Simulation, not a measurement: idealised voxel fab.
Presented below is a process module, voxel self aligned contacts.
This is section cut - it's 240 nm across, gridded in 5 nm square cells.
A cross-section is a grid of square cells, given in bands from the top down. A band is one or more rows of cells. A band entry consists of two parts. The first gives the height of the band's top and the height of its bottom, in nm. The rest lists the band's materials from left to right, each with its width in nm. A single material labelled with the word "edge to edge" fills the band from edge to edge, and the word "air" marks empty space. Below 0: as-received wafer, all one material; heights counted from there. Lowest band: no bottom, goes on down, written "from 0 down". A width given as "30->40" starts at the first number in the band's top row and ends at the second number in its bottom row, shifting by an equal amount at every step from row to row. The designation "no alteration", where it is given for a processing step, indicates that no cell of the cross-section was altered in the course of that step. This entry, "Closed void list", enumerates those empty regions of no fewer than 8 cells that possess no open connection to the top. Each region is reported in the form width x height at distance, the distance being taken from the left edge, with all three quantities expressed in nm. It should be noted that, on the line of a given step, the content following the step's settings is a remark produced by the simulator itself with respect to that step. Among the settings permitted on a step's line is "overlay nm"; applied to a step with a mask, it specifies the extent to which the mask lay to the right of its planned position, whereas a negative figure signifies a position to the left.
Steps in the process plan
- 1: RECEIVE [material Si]
- 2: CONFORMAL_DEP [material SiO2] [thk nm 5]
- 3: DIRECTIONAL_DEP [material polySi] [thk nm 20]
- 4: DIRECTIONAL_DEP [material SiN] [thk nm 20]
- 5: MASKED_ETCH [tone cover] [mask id GATE] [width nm 25] [pitch nm 65] [etch materials SiN] [depth nm 20] [overlay nm 0]
- 6: MASKED_ETCH [tone cover] [mask id GATE] [width nm 25] [pitch nm 65] [etch materials polySi] [depth nm 20] [overlay nm 0]
- 7: CONFORMAL_DEP [material SiN] [thk nm 10]
- 8: DIRECTIONAL_ETCH [etch materials SiN] [depth nm 10]
- 9: FILL_DEP [material SiO2] [thk nm 10]
- 10: CMP [height nm 50]
- 11: DIRECTIONAL_DEP [material aC] [thk nm 15]
- 12: PATTERN [tone open] [mask id CONTACT] [material resist] [width nm 50] [pitch nm 65] [thk nm 30] [overlay nm 0]
- 13: DIRECTIONAL_ETCH [etch materials aC] [depth nm 15]
- 14: STRIP [etch materials resist]
- 15: DIRECTIONAL_ETCH [etch materials SiO2] [depth nm 50]
- 16: STRIP [etch materials aC]
- 17: CONFORMAL_DEP [material TiN] [thk nm 5]
- 18: FILL_DEP [material Ru] [thk nm 10]
- 19: CMP [height nm 50]
- 20: CONFORMAL_DEP [material SiN] [thk nm 5]
Cross-section of the wafer as it came to us, i.e., already through step 1
	from 0 down: Si edge to edge
	Closed void list: none
Same starting wafer, same plan as above, one mistake in the execution; this is the cross-section at the end of the module
	from 55 to 50: SiN edge to edge
	from 50 to 45: SiO2: 60 / TiN: 20 / Ru: 10 / TiN: 20 / SiO2: 15 / TiN: 20 / Ru: 10 / TiN: 20 / SiO2: 65
	from 45 to 40: SiO2: 30 / SiN: 45 / TiN: 5 / Ru: 10 / TiN: 5 / SiN: 45 / TiN: 5 / Ru: 10 / TiN: 5 / SiN: 45 / SiO2: 35
	from 40 to 35: SiO2: 30 / SiN: 45 / TiN: 20 / SiN: 45 / TiN: 20 / SiN: 45 / SiO2: 35
	from 35 to 25: SiN edge to edge
	from 25 to 5: polySi edge to edge
	from 5 to 0: SiO2 edge to edge
	from 0 down: Si edge to edge
	Closed void list: none
Deviation from plan: step 5: run off-plan, actual operation and settings MASKED_ETCH [tone cover] [mask id GATE] [width nm 25] [pitch nm 65] [etch materials SiN] [depth nm 10] [overlay nm 0]
